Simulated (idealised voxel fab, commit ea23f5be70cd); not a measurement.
The process module presented herein is designated voxel ribs on slabs.
We display cut, a cross-section 235 nm in width whose square cells are each 5 nm.
Each cross-section below is a grid of square cells, stated as bands in top-down order, with one or more rows of cells making up each band. This entry defines a band. It first specifies the height of the band's top and the height of its bottom in nm, and then specifies the band's materials from left to right, stating each material with its width in nm. The word "edge to edge" identifies a single material that fills the band from edge to edge, while the word "empty" identifies empty space. Height 0 is the level under which the wafer as received is all one material. The lowest band goes on downwards, as in "from 0 down". A two-number width, for instance "30->40", indicates that the width is equal to the first number in the top row of the band and to the second number in the bottom row, and that it changes by a constant amount per row of cells. "everything unchanged" (step): cross-section cells unchanged, all of them. The list in "Closed internal cavities" covers empty spaces of 8 cells or more that cannot reach the top through any open way, and it gives each as width x height at distance; the distance is from the left edge, and width, height and distance are in nm. If you see something after the settings on a step's line, that's the simulator's own remark about that step. overlay nm: where the mask lay relative to plan, measured to the right, on steps with a mask; negatives go left.

-- Steps planned for the process
- 1: op RECEIVE | material Si
- 2: op DIRECTIONAL_DEP | material SiO2 | thk nm 30
- 3: op DIRECTIONAL_DEP | material SiN | thk nm 20
- 4: op PATTERN | tone cover | mask id RIB | material resist | width nm 25 | thk nm 20 | overlay nm 0
- 5: op DIRECTIONAL_ETCH | etch materials SiN | depth nm 15
- 6: op STRIP | etch materials resist
- 7: op DIRECTIONAL_DEP | material aC | thk nm 15
- 8: op PATTERN | tone cover | mask id SLAB | material resist | width nm 65 | thk nm 35 | overlay nm 0
- 9: op DIRECTIONAL_ETCH | etch materials aC | depth nm 15
- 10: op STRIP | etch materials resist
- 11: op DIRECTIONAL_ETCH | etch materials SiN | depth nm 5
- 12: op STRIP | etch materials aC
- 13: op FILL_DEP | material SiO2 | thk nm 25
- 14: op CMP | height nm 65
- 15: op DIRECTIONAL_DEP | material W | thk nm 5
- 16: op MASKED_ETCH | tone cover | mask id HEATER | width nm 35 | etch materials W | depth nm 5 | overlay nm 0
- 17: op CONFORMAL_DEP | material SiO2 | thk nm 5

-- On the first of the two wafers: run conducted according to plan

-- Cross-section of the wafer at receipt, which is the condition after step 1
* from 0 down = Si edge to edge
* Closed internal cavities: none

-- State of the wafer after step 2, shown in cross-section
* from 30 to 0 = SiO2 edge to edge
* Nothing below the height 0 has changed.

-- State of the wafer after step 3, shown in cross-section
* from 50 to 30 = SiN edge to edge
* Nothing below the height 30 has changed.

-- State of the wafer after step 4, shown in cross-section
* from 70 to 50 = empty 105, then resist 25, then empty 105
* Nothing below the height 50 has changed.

-- State of the wafer after step 5, shown in cross-section
* from 70 to 50 = empty 105, then resist 25, then empty 105
* from 50 to 35 = empty 105, then SiN 25, then empty 105
* Nothing below the height 35 has changed.

-- State of the wafer after step 6, shown in cross-section
* from 50 to 35 = empty 105, then SiN 25, then empty 105
* Nothing below the height 35 has changed.

-- State of the wafer after step 7, shown in cross-section
* from 65 to 50 = empty 105, then aC 25, then empty 105
* from 50 to 35 = aC 105, then SiN 25, then aC 105
* Nothing below the height 35 has changed.

-- State of the wafer after step 8, shown in cross-section
* from 100 to 65 = empty 85, then resist 65, then empty 85
* from 65 to 50 = empty 85, then resist 20, then aC 25, then resist 20, then empty 85
* Nothing below the height 50 has changed.

-- State of the wafer after step 9, shown in cross-section
* from 85 to 65 = empty 85, then resist 65, then empty 85
* from 65 to 50 = empty 85, then resist 20, then aC 25, then resist 20, then empty 85
* from 50 to 35 = empty 85, then aC 20, then SiN 25, then aC 20, then empty 85
* Nothing below the height 35 has changed.

-- State of the wafer after step 10, shown in cross-section
* from 65 to 50 = empty 105, then aC 25, then empty 105
* Nothing below the height 50 has changed.

-- State of the wafer after step 11, shown in cross-section
* from 65 to 50 = empty 105, then aC 25, then empty 105
* from 50 to 35 = empty 85, then aC 20, then SiN 25, then aC 20, then empty 85
* from 35 to 30 = empty 85, then SiN 65, then empty 85
* Nothing below the height 30 has changed.

-- State of the wafer after step 12, shown in cross-section
* from 50 to 35 = empty 105, then SiN 25, then empty 105
* Nothing below the height 35 has changed.

-- State of the wafer after step 13, shown in cross-section
* from 75 to 50 = SiO2 edge to edge
* from 50 to 35 = SiO2 105, then SiN 25, then SiO2 105
* from 35 to 30 = SiO2 85, then SiN 65, then SiO2 85
* Nothing below the height 30 has changed.

-- State of the wafer after step 14, shown in cross-section
* from 65 to 50 = SiO2 edge to edge
* Nothing below the height 50 has changed.

-- State of the wafer after step 15, shown in cross-section
* from 70 to 65 = W edge to edge
* Nothing below the height 65 has changed.

-- State of the wafer after step 16, shown in cross-section
* from 70 to 65 = empty 100, then W 35, then empty 100
* Nothing below the height 65 has changed.

-- State of the wafer after step 17, shown in cross-section
* from 75 to 70 = empty 95, then SiO2 45, then empty 95
* from 70 to 65 = SiO2 100, then W 35, then SiO2 100
* Nothing below the height 65 has changed.

-- The remaining wafer, second of the two, started like the first and was run to the same plan, except that one mistake was made along the way; the two coincide through step 14, inclusive

-- Cross-sectional view of the second wafer at the intended end time of process step 15
* from 70 to 50 = SiO2 edge to edge
* Nothing below the height 50 has changed.

Cross-sectional view of the second wafer at the intended end time of process step 16: everything unchanged

-- Cross-sectional view of the second wafer at the intended end time of process step 17
* from 75 to 50 = SiO2 edge to edge
* Nothing below the height 50 has changed.
Where did the run depart from the plan? in deviation from the planned setting, step 15 was conducted as op DIRECTIONAL_DEP | material SiO2 | thk nm 5
Once processing is complete, comparing cell counts shows that the second wafer has more or fewer of certain materials than the first: 45 more of SiO2 | 7 fewer of W
